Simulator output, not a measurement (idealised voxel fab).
The following is a process module called voxel spacer lines.
We display cut, a cross-section 275 nm in width whose square cells are each 5 nm.
Square cells in a grid make up a cross-section in this document, and the grid is given as bands, listed from the top down, each one or more rows of cells. Top, bottom (nm), then materials left to right with widths (nm); lone material tagged "everywhere" fills the whole band edge to edge; "empty" = empty space. Heights are measured from 0, the level below which the as-received wafer is all one material; the lowest band has no bottom and continues downward, written as in "0 nm and below". The expression "30->40" gives the width at the extremes of the band, the first number at its top row of cells and the second at its bottom row, with the width changing by equal amounts from each row to the next in between. A step reported as "identical to before" is a step in which no cell of the cross-section changed. Closed empty spaces (no open way to the top) of 8 cells or more are what "Trapped void list" lists, each as width x height at distance from the left edge, nm for all three. What comes after the settings on a step's line is commentary from the simulator itself on that step. Steps that use a mask can have "overlay nm" on their line. It says how far the mask sat to the right of where it was meant to be. Negative means to the left.

# Planned process steps
1. RECEIVE, material Si
2. CONFORMAL_DEP, material Al2O3, thk nm 5
3. DIRECTIONAL_DEP, material polySi, thk nm 15
4. DIRECTIONAL_DEP, material aC, thk nm 20
5. PATTERN, tone cover, mask id MANDREL, material resist, width nm 15, pitch nm 50, thk nm 25, overlay nm 0
6. DIRECTIONAL_ETCH, etch materials aC, depth nm 20
7. STRIP, etch materials resist
8. CONFORMAL_DEP, material SiO2, thk nm 10
9. DIRECTIONAL_ETCH, etch materials SiO2, depth nm 10
10. STRIP, etch materials aC
11. DIRECTIONAL_ETCH, etch materials polySi, depth nm 15
12. STRIP, etch materials SiO2

# This is the cross-section of the wafer as we received it, i.e. after step 1
- 0 nm and below  Si everywhere
- Trapped void list: none

# As-planned run: cross-section of the first of two wafers at end of module
- 20 nm to 5 nm  95 of empty, 10 of polySi, 15 of empty, 10 of polySi, 15 of empty, 10 of polySi, 15 of empty, 10 of polySi, 95 of empty
- 5 nm to 0 nm  Al2O3 everywhere
- 0 nm and below  Si everywhere
- Trapped void list: none

# End-of-module cross-section of the second wafer: identical starting point and process plan to the first, with one processing mistake
- 20 nm to 5 nm  105 of empty, 15 of polySi, 35 of empty, 15 of polySi, 105 of empty
- 5 nm to 0 nm  Al2O3 everywhere
- 0 nm and below  Si everywhere
- Trapped void list: none
Deviation noted in wafer processing: step 5 did not happen as planned, as run it was PATTERN, tone open, mask id MANDREL, material resist, width nm 15, pitch nm 50, thk nm 25, overlay nm 0
Final wafer comparison in cells, second versus first, more or fewer per material: polySi -6
